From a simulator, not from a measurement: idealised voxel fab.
process module | voxel spacer lines
cross-section cut | 140 nm wide | cells 5 nm
A cross-section is a grid of square cells, given in bands from the top down. A band is one or more rows of cells.
Each band's line starts with the height of the band's top and of its bottom, in nm. Then come its materials from left to right, each with its width in nm. One material with "throughout" fills the band from edge to edge. "air" is empty space.
Height 0 is the level under which the wafer as received is all one material. The lowest band goes on downwards, as in "0 down".
A width such as "30 to 40" changes by the same amount from each row of cells to the next, from the band's top row to its bottom row.
"no change" after a step means that no cell of the cross-section changed.
closed voids: empty space of 8 cells or more with no open way to the top, each as width x height at its distance from the left edge, in nm
after a step's settings: what the simulator itself notes on the step
overlay nm, on a step with a mask: how far to the right of its planned place the mask lay; to the left if negative
plan
1 op RECEIVE | material Si
2 op CONFORMAL_DEP | material SiO2 | thk nm 5
3 op DIRECTIONAL_DEP | material TiN | thk nm 20
4 op DIRECTIONAL_DEP | material aC | thk nm 20
5 op PATTERN | tone cover | mask id MANDREL | material resist | width nm 20 | pitch nm 60 | thk nm 30 | overlay nm 0
6 op DIRECTIONAL_ETCH | etch materials aC | depth nm 20
7 op STRIP | etch materials resist
8 op CONFORMAL_DEP | material SiN | thk nm 10
9 op DIRECTIONAL_ETCH | etch materials SiN | depth nm 10
10 op STRIP | etch materials aC
11 op DIRECTIONAL_ETCH | etch materials TiN | depth nm 20
12 op STRIP | etch materials SiN
13 op FILL_DEP | material SiO2 | thk nm 5
14 op CMP | height nm 25
as received, after step 1
  0 down: Si throughout
  closed voids: none
a wafer at the end: this start, this plan, one mistake
  25 to 5: SiO2 25 | TiN 5 | SiO2 20 | TiN 5 | SiO2 30 | TiN 5 | SiO2 20 | TiN 5 | SiO2 25
  5 to 0: SiO2 throughout
  0 down: Si throughout
  closed voids: none
what went wrong: step 8 ran as: op CONFORMAL_DEP | material SiN | thk nm 5
